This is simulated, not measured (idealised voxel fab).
Process module heading - voxel lift off
Cross-section cut: width 285 nm, square cells of 5 nm.
Throughout this document, each cross-section is represented as a grid of square cells and is presented as a sequence of bands enumerated from the top downward, where a band comprises one or more rows of cells. A band entry consists of two parts. The first gives the height of the band's top and the height of its bottom, in nm. The rest lists the band's materials from left to right, each with its width in nm. A single material labelled with the word "full width" fills the band from edge to edge, and the word "air" marks empty space. The level at which height equals 0 is the one under which the wafer, as it arrives, is entirely one material. No lower edge exists for the bottom band, which continues downward and is notated as in "0 down". Read "30 to 40" as a graded width: first number on top, second number at the bottom, same change between each pair of neighbouring rows. Step marked "stayed the same"? Then no cell in the cross-section changed in it. The list in "Completely enclosed voids" covers empty spaces of 8 cells or more that cannot reach the top through any open way, and it gives each as width x height at distance; the distance is from the left edge, and width, height and distance are in nm. Text after the settings on a step's line: the simulator's own remark on that step. A step's line can hold "overlay nm"; with a mask on that step, the setting says how far right of the planned place the mask lay, while a negative setting says it lay to the left.

**Steps in the process plan**
step 1: op RECEIVE | material Si
step 2: op CONFORMAL_DEP | material Al2O3 | thk nm 15
step 3: op PATTERN | tone open | mask id LINES | material resist | width nm 25 | pitch nm 40 | thk nm 20 | overlay nm 0
step 4: op DIRECTIONAL_DEP | material Ru | thk nm 5
step 5: op STRIP | etch materials resist
step 6: op CONFORMAL_DEP | material SiO2 | thk nm 10

**As-received state of the wafer in cross-section, equivalent to post-step 1**
	0 down  Si full width
	Completely enclosed voids: none

**The cross-section shown corresponds to the wafer at the conclusion of the module. The initial structure and the process plan are those presented above; however, one mistake occurred in executing the plan**
	30 to 25  105 nm air | 85 nm SiO2 | 95 nm air
	25 to 20  SiO2 full width
	20 to 15  115 nm SiO2 | 25 nm Ru | 15 nm SiO2 | 25 nm Ru | 105 nm SiO2
	15 to 0  Al2O3 full width
	0 down  Si full width
	Completely enclosed voids: none
Finding, execution versus plan: note that step 3 departed from the planned setting and was carried out as op PATTERN | tone open | mask id LINES | material resist | width nm 25 | pitch nm 40 | thk nm 20 | overlay nm 5
